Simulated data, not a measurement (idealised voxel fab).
Process module, titled voxel quadruple lines
Square cells of 5 nm make up the cross-section cut, whose width is 140 nm.
Heads up, the way a cross-section reads in here is a grid of square cells, handed over as bands from the top down, with every band being one or more rows of cells.
For a band, the entry starts with two heights in nm, that of the top and then that of the bottom, and carries on with the band's materials in order from left to right, each alongside its width in nm; the word "throughout" beside a single material means it fills the band edge to edge, and "empty" means empty space.
Heights are measured from 0, the level below which the as-received wafer is all one material; the lowest band has no bottom and continues downward, written as in "0 -> down".
Top row gets the first number, bottom row gets the second, and each row in between changes by the same step: that is how a band width like "30..40" works.
"same as before" -> step changed no cross-section cell.
Heads up: "Closed void roster" only lists the empty pockets with no open path to the top that are 8 cells or more, and it writes them as width x height at distance, distance from the left edge, in nm.
Past the settings on a step's line: simulator remark, on that step.
overlay nm: mask right of planned place by this much (step with mask). Neg. = left.

So here's the lineup of process steps we planned:
| 1 | RECEIVE, material Si |
| 2 | CONFORMAL_DEP, material Al2O3, thk nm 5 |
| 3 | DIRECTIONAL_DEP, material Ru, thk nm 10 |
| 4 | DIRECTIONAL_DEP, material polySi, thk nm 20 |
| 5 | DIRECTIONAL_DEP, material aC, thk nm 25 |
| 6 | PATTERN, tone cover, mask id MANDREL, material resist, width nm 30, thk nm 35, overlay nm 0 |
| 7 | DIRECTIONAL_ETCH, etch materials aC, depth nm 25 |
| 8 | STRIP, etch materials resist |
| 9 | CONFORMAL_DEP, material SiO2, thk nm 10 |
| 10 | DIRECTIONAL_ETCH, etch materials SiO2, depth nm 10 |
| 11 | STRIP, etch materials aC |
| 12 | DIRECTIONAL_ETCH, etch materials polySi, depth nm 20 |
| 13 | STRIP, etch materials SiO2 |
| 14 | CONFORMAL_DEP, material SiN, thk nm 10 |
| 15 | DIRECTIONAL_ETCH, etch materials SiN, depth nm 10 |
| 16 | STRIP, etch materials polySi |
| 17 | DIRECTIONAL_ETCH, etch materials Ru, depth nm 10 |
| 18 | STRIP, etch materials SiN |
| 19 | FILL_DEP, material SiO2, thk nm 10 |
| 20 | CMP, height nm 15 |

Cross-section of the wafer upon arrival, representing the state reached after step 1:
- 0 -> down  Si throughout
- Closed void roster: none

A wafer at the end: this start, this plan, one mistake:
- 15 -> 5  polySi throughout
- 5 -> 0  Al2O3 throughout
- 0 -> down  Si throughout
- Closed void roster: none
Against the plan, the run slipped here: transposition of steps 3 and 4 relative to the planned sequence
